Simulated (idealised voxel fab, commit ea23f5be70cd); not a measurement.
Presented below is a process module, voxel gate over fins.
It is cross-section cut that appears here, measuring 185 nm in width, its square cells being 5 nm in size.
This document writes a cross-section as a grid whose cells are square, and gives it as bands, listed from the top down; one or more rows of cells form a band.
Top, bottom (nm), then materials left to right with widths (nm); lone material tagged "all across" fills the whole band edge to edge; "empty" = empty space.
Beneath 0, the wafer as received is one material, and that level is where height counting begins. The lowest band goes on downward without a bottom; it is written like "0 nm and below".
With a width like "30->40", each row of cells in the band differs from the next by the same amount, the top row carrying the first number and the bottom row the second.
Key: "everything unchanged" - step with no changed cell in the cross-section.
"Closed voids list": empty spaces of 8 cells or more with no open way to the top, each given as width x height at distance, distance from the left edge, all in nm.
The remark found on a step's line after its settings is issued by the simulator itself and pertains to that step.
When a step includes a mask, the "overlay nm" setting on its line states how far to the right of its planned place that mask lay, and negative values state how far to the left.
-- List of planned process steps
1,RECEIVE [material Si]
2,CONFORMAL_DEP [material SiN] [thk nm 5]
3,PATTERN [tone cover] [mask id FINS] [material resist] [width nm 15] [pitch nm 35] [thk nm 20] [overlay nm 0]
4,DIRECTIONAL_ETCH [etch materials SiN] [depth nm 5]
5,DIRECTIONAL_ETCH [etch materials Si] [depth nm 40]
6,STRIP [etch materials resist]
7,FILL_DEP [material SiO2] [thk nm 10]
8,CMP [height nm 5]
9,SELECTIVE_ETCH [etch materials SiO2] [depth nm 15]
10,STRIP [etch materials SiN]
11,CONFORMAL_DEP [material HfO2] [thk nm 5]
12,CONFORMAL_DEP [material TiN] [thk nm 5]
13,FILL_DEP [material W] [thk nm 10]
14,CMP [height nm 15]
15,CONFORMAL_DEP [material SiCN] [thk nm 10]
-- On the first of the two wafers: run conducted according to plan
-- Cross-section of the wafer as it came to us, i.e., already through step 1
0 nm and below  Si all across
Closed voids list: none
-- The wafer, seen in cross-section, after step 2
5 nm to 0 nm  SiN all across
Lower than 0, everything is as it was.
-- The wafer, seen in cross-section, after step 3
25 nm to 5 nm  empty 50 nm, resist 15 nm, empty 20 nm, resist 15 nm, empty 20 nm, resist 15 nm, empty 50 nm
Lower than 5, everything is as it was.
-- The wafer, seen in cross-section, after step 4
25 nm to 5 nm  empty 50 nm, resist 15 nm, empty 20 nm, resist 15 nm, empty 20 nm, resist 15 nm, empty 50 nm
5 nm to 0 nm  empty 50 nm, SiN 15 nm, empty 20 nm, SiN 15 nm, empty 20 nm, SiN 15 nm, empty 50 nm
Lower than 0, everything is as it was.
-- The wafer, seen in cross-section, after step 5
25 nm to 5 nm  empty 50 nm, resist 15 nm, empty 20 nm, resist 15 nm, empty 20 nm, resist 15 nm, empty 50 nm
5 nm to 0 nm  empty 50 nm, SiN 15 nm, empty 20 nm, SiN 15 nm, empty 20 nm, SiN 15 nm, empty 50 nm
0 nm to -40 nm  empty 50 nm, Si 15 nm, empty 20 nm, Si 15 nm, empty 20 nm, Si 15 nm, empty 50 nm
Lower than -40, everything is as it was.
-- The wafer, seen in cross-section, after step 6
5 nm to 0 nm  empty 50 nm, SiN 15 nm, empty 20 nm, SiN 15 nm, empty 20 nm, SiN 15 nm, empty 50 nm
Lower than 0, everything is as it was.
-- The wafer, seen in cross-section, after step 7
15 nm to 5 nm  SiO2 all across
5 nm to 0 nm  SiO2 50 nm, SiN 15 nm, SiO2 20 nm, SiN 15 nm, SiO2 20 nm, SiN 15 nm, SiO2 50 nm
0 nm to -40 nm  SiO2 50 nm, Si 15 nm, SiO2 20 nm, Si 15 nm, SiO2 20 nm, Si 15 nm, SiO2 50 nm
Lower than -40, everything is as it was.
-- The wafer, seen in cross-section, after step 8
5 nm to 0 nm  SiO2 50 nm, SiN 15 nm, SiO2 20 nm, SiN 15 nm, SiO2 20 nm, SiN 15 nm, SiO2 50 nm
Lower than 0, everything is as it was.
-- The wafer, seen in cross-section, after step 9
5 nm to 0 nm  empty 50 nm, SiN 15 nm, empty 20 nm, SiN 15 nm, empty 20 nm, SiN 15 nm, empty 50 nm
0 nm to -10 nm  empty 50 nm, Si 15 nm, empty 20 nm, Si 15 nm, empty 20 nm, Si 15 nm, empty 50 nm
Lower than -10, everything is as it was.
-- The wafer, seen in cross-section, after step 10
0 nm to -10 nm  empty 50 nm, Si 15 nm, empty 20 nm, Si 15 nm, empty 20 nm, Si 15 nm, empty 50 nm
Lower than -10, everything is as it was.
-- The wafer, seen in cross-section, after step 11
5 nm to 0 nm  empty 45 nm, HfO2 25 nm, empty 10 nm, HfO2 25 nm, empty 10 nm, HfO2 25 nm, empty 45 nm
0 nm to -5 nm  empty 45 nm, HfO2 5 nm, Si 15 nm, HfO2 5 nm, empty 10 nm, HfO2 5 nm, Si 15 nm, HfO2 5 nm, empty 10 nm, HfO2 5 nm, Si 15 nm, HfO2 5 nm, empty 45 nm
-5 nm to -10 nm  HfO2 50 nm, Si 15 nm, HfO2 20 nm, Si 15 nm, HfO2 20 nm, Si 15 nm, HfO2 50 nm
Lower than -10, everything is as it was.
-- The wafer, seen in cross-section, after step 12
10 nm to 5 nm  empty 40 nm, TiN 105 nm, empty 40 nm
5 nm to 0 nm  empty 40 nm, TiN 5 nm, HfO2 25 nm, TiN 10 nm, HfO2 25 nm, TiN 10 nm, HfO2 25 nm, TiN 5 nm, empty 40 nm
0 nm to -5 nm  TiN 45 nm, HfO2 5 nm, Si 15 nm, HfO2 5 nm, TiN 10 nm, HfO2 5 nm, Si 15 nm, HfO2 5 nm, TiN 10 nm, HfO2 5 nm, Si 15 nm, HfO2 5 nm, TiN 45 nm
Lower than -5, everything is as it was.
-- The wafer, seen in cross-section, after step 13
20 nm to 10 nm  W all across
10 nm to 5 nm  W 40 nm, TiN 105 nm, W 40 nm
5 nm to 0 nm  W 40 nm, TiN 5 nm, HfO2 25 nm, TiN 10 nm, HfO2 25 nm, TiN 10 nm, HfO2 25 nm, TiN 5 nm, W 40 nm
Lower than 0, everything is as it was.
-- The wafer, seen in cross-section, after step 14
15 nm to 10 nm  W all across
Lower than 10, everything is as it was.
-- The wafer, seen in cross-section, after step 15
25 nm to 15 nm  SiCN all across
Lower than 15, everything is as it was.
-- The second wafer was prepared from the same starting point and under the same plan as the first; its processing contained one mistake, and it remains indistinguishable from the first wafer up to and including step 10
-- The second wafer cut through, at the time step 11 was supposed to be finished
5 nm to 0 nm  empty 45 nm, TiN 25 nm, empty 10 nm, TiN 25 nm, empty 10 nm, TiN 25 nm, empty 45 nm
0 nm to -5 nm  empty 45 nm, TiN 5 nm, Si 15 nm, TiN 5 nm, empty 10 nm, TiN 5 nm, Si 15 nm, TiN 5 nm, empty 10 nm, TiN 5 nm, Si 15 nm, TiN 5 nm, empty 45 nm
-5 nm to -10 nm  TiN 50 nm, Si 15 nm, TiN 20 nm, Si 15 nm, TiN 20 nm, Si 15 nm, TiN 50 nm
Lower than -10, everything is as it was.
-- The second wafer cut through, at the time step 12 was supposed to be finished
10 nm to 5 nm  empty 40 nm, HfO2 105 nm, empty 40 nm
5 nm to 0 nm  empty 40 nm, HfO2 5 nm, TiN 25 nm, HfO2 10 nm, TiN 25 nm, HfO2 10 nm, TiN 25 nm, HfO2 5 nm, empty 40 nm
0 nm to -5 nm  HfO2 45 nm, TiN 5 nm, Si 15 nm, TiN 5 nm, HfO2 10 nm, TiN 5 nm, Si 15 nm, TiN 5 nm, HfO2 10 nm, TiN 5 nm, Si 15 nm, TiN 5 nm, HfO2 45 nm
Lower than -5, everything is as it was.
-- The second wafer cut through, at the time step 13 was supposed to be finished
20 nm to 10 nm  W all across
10 nm to 5 nm  W 40 nm, HfO2 105 nm, W 40 nm
5 nm to 0 nm  W 40 nm, HfO2 5 nm, TiN 25 nm, HfO2 10 nm, TiN 25 nm, HfO2 10 nm, TiN 25 nm, HfO2 5 nm, W 40 nm
Lower than 0, everything is as it was.
-- The second wafer cut through, at the time step 14 was supposed to be finished
15 nm to 10 nm  W all across
Lower than 10, everything is as it was.
-- The second wafer cut through, at the time step 15 was supposed to be finished
25 nm to 15 nm  SiCN all across
Lower than 15, everything is as it was.
What went wrong in running the wafer? the intended sequence of steps 11 and 12 was reversed during processing, with each occupying the position of the other
Comparing end states, the material composition by cell count is preserved from the first wafer to the second, while the locations of the cells are not.
